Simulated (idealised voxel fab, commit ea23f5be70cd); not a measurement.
The process module that follows is named voxel self aligned contacts.
Each square cell in cross-section cut measures 5 nm, and the section as a whole is 200 nm wide.
Notation: cross-section as square-cell grid; stated in bands, top first, going down; one or more cell rows per band.
Top height, bottom height, nm. Materials left to right, width each, nm. Single material + "all across" = fills band edge to edge. "air" = empty.
All heights in this document are referenced to 0, defined as the level beneath which the wafer, as received, consists entirely of one material. The lowest band is not bounded below; it extends indefinitely downward and is written in the form "from 0 down".
The notation "30 to 40" denotes a width that varies across the rows of cells in the band, beginning at the first number in the top row, finishing at the second number in the bottom row, and changing by an identical amount from each row to the next.
"remains unaltered" means the step left every cell of the cross-section as it was.
"Fully sealed cavities" enumerates empty spaces isolated from the top, with no open way to it, that contain at least 8 cells, giving each as width x height at distance from the left edge, all three in nm.
Heads up: the bit after the settings on a step's line is the simulator's remark on that step.
Among the settings permitted on a step's line is "overlay nm"; applied to a step with a mask, it specifies the extent to which the mask lay to the right of its planned position, whereas a negative figure signifies a position to the left.

Process steps - plan
1: RECEIVE | material Si
2: OXIDIZE | depth nm 5
3: DIRECTIONAL_DEP | material polySi | thk nm 30
4: DIRECTIONAL_DEP | material SiN | thk nm 20
5: DIRECTIONAL_DEP | material aC | thk nm 15
6: PATTERN | tone cover | mask id GATE | material resist | width nm 25 | pitch nm 60 | thk nm 35 | overlay nm 0
7: DIRECTIONAL_ETCH | etch materials aC | depth nm 15
8: STRIP | etch materials resist
9: DIRECTIONAL_ETCH | etch materials SiN | depth nm 20
10: DIRECTIONAL_ETCH | etch materials polySi | depth nm 30
11: STRIP | etch materials aC
12: CONFORMAL_DEP | material SiN | thk nm 10
13: DIRECTIONAL_ETCH | etch materials SiN | depth nm 10
14: FILL_DEP | material SiO2 | thk nm 20
15: CMP | height nm 60
16: PATTERN | tone open | mask id CONTACT | material resist | width nm 45 | pitch nm 60 | thk nm 15 | overlay nm 0
17: DIRECTIONAL_ETCH | etch materials SiO2 | depth nm 65
18: STRIP | etch materials resist
19: CONFORMAL_DEP | material TiN | thk nm 5
20: FILL_DEP | material Ru | thk nm 10
21: CMP | height nm 60
22: CONFORMAL_DEP | material SiCN | thk nm 5

Cross-section: wafer on arrival = after step 1
	from 0 down: Si all across
	Fully sealed cavities: none

Wafer cross-section at module end: first of two, run to plan
	from 65 to 60: SiCN all across
	from 60 to 50: SiO2: 45  TiN: 5 to 20  Ru: 35 to 5  TiN: 5 to 20  SiO2: 15  TiN: 5 to 20  Ru: 35 to 5  TiN: 5 to 20  SiO2: 50
	from 50 to 30: SiO2: 15  SiN: 45  TiN: 5  Ru: 5  TiN: 5  SiN: 45  TiN: 5  Ru: 5  TiN: 5  SiN: 45  SiO2: 20
	from 30 to 0: SiO2: 15  SiN: 10  polySi: 25  SiN: 10  TiN: 5  Ru: 5  TiN: 5  SiN: 10  polySi: 25  SiN: 10  TiN: 5  Ru: 5  TiN: 5  SiN: 10  polySi: 25  SiN: 10  SiO2: 20
	from 0 to -5: SiO2: 60  TiN: 15  SiO2: 45  TiN: 15  SiO2: 65
	from -5 down: Si all across
	Fully sealed cavities: none

So this is wafer number two of the two, cut at the end of the module - it started where the first did and had the same plan, we just got one thing wrong running it
	from 65 to 60: SiCN all across
	from 60 to 45: SiO2: 45  TiN: 5  Ru: 35  TiN: 5  SiO2: 15  TiN: 5  Ru: 35  TiN: 5  SiO2: 50
	from 45 to 40: SiO2: 45  TiN: 10  Ru: 25  TiN: 10  SiO2: 15  TiN: 10  Ru: 25  TiN: 10  SiO2: 50
	from 40 to 30: SiO2: 25  SiN: 25  TiN: 5  Ru: 25  TiN: 5  SiN: 25  TiN: 5  Ru: 25  TiN: 5  SiN: 25  SiO2: 30
	from 30 to 0: SiO2: 25  polySi: 25  TiN: 5  Ru: 25  TiN: 5  polySi: 25  TiN: 5  Ru: 25  TiN: 5  polySi: 25  SiO2: 30
	from 0 to -5: SiO2: 50  TiN: 35  SiO2: 25  TiN: 35  SiO2: 55
	from -5 down: Si all across
	Fully sealed cavities: none
Short version of what went wrong: step 12 was left out
The final cell counts differ between the wafers, with the second having more or fewer of some materials than the first: Ru +96; SiN -150; SiO2 +54
